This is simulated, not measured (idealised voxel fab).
A process module follows: voxel lift off.
Section shown: cut. Width: 300 nm. Cell size: 5 nm, square.
A cross-section is a grid of square cells, given in bands from the top down. A band is one or more rows of cells. A band entry consists of two parts. The first gives the height of the band's top and the height of its bottom, in nm. The rest lists the band's materials from left to right, each with its width in nm. A single material labelled with the word "full width" fills the band from edge to edge, and the word "blank" marks empty space. Counting heights begins at 0, where everything beneath is, in the wafer as received, one material. The lowest band has no bottom; it goes on downwards, as "0 and below" shows. Graded width ("30..40"): value in top row of band = first number; value in bottom row = second number; row-to-row change constant. "no alteration" after a step means that no cell of the cross-section changed. In "Enclosed voids" the enclosed voids are listed, meaning empty spaces of 8 cells or larger without any opening to the top. The form is width x height at distance, distance from the left edge, units nm. Text after the settings on a step's line: the simulator's own remark on that step. A step line may carry the setting "overlay nm", which, for steps involving a mask, states the distance by which the mask lay to the right of its intended position; negative values denote displacement to the left.
# Process steps (planned)
1. RECEIVE,material Si
2. CONFORMAL_DEP,material Al2O3,thk nm 5
3. PATTERN,tone open,mask id LINES,material resist,width nm 20,pitch nm 45,thk nm 15,overlay nm 0
4. DIRECTIONAL_DEP,material Ru,thk nm 5
5. STRIP,etch materials resist
6. CONFORMAL_DEP,material SiO2,thk nm 5
# So this is the incoming wafer in cross-section - it's already been through step 1
> 0 and below  Si full width
> Enclosed voids: none
# Cross-sectional image of the first of two wafers at the end of the module, the run having proceeded as planned
> 15 down to 10  90 blank; 30 SiO2; 15 blank; 30 SiO2; 15 blank; 30 SiO2; 90 blank
> 10 down to 5  95 SiO2; 20 Ru; 25 SiO2; 20 Ru; 25 SiO2; 20 Ru; 95 SiO2
> 5 down to 0  Al2O3 full width
> 0 and below  Si full width
> Enclosed voids: none
# So this is wafer number two of the two, cut at the end of the module - it started where the first did and had the same plan, we just got one thing wrong running it
> 15 down to 10  100 SiO2; 10 blank; 35 SiO2; 10 blank; 35 SiO2; 10 blank; 100 SiO2
> 10 down to 5  95 Ru; 20 SiO2; 25 Ru; 20 SiO2; 25 Ru; 20 SiO2; 95 Ru
> 5 down to 0  Al2O3 full width
> 0 and below  Si full width
> Enclosed voids: none
In executing the process, a mistake was made relative to the plan: step 3 was processed under conditions differing from the plan, specifically as PATTERN,tone cover,mask id LINES,material resist,width nm 20,pitch nm 45,thk nm 15,overlay nm 0
The final cell counts differ between the wafers, with the second having more or fewer of some materials than the first: Ru +36
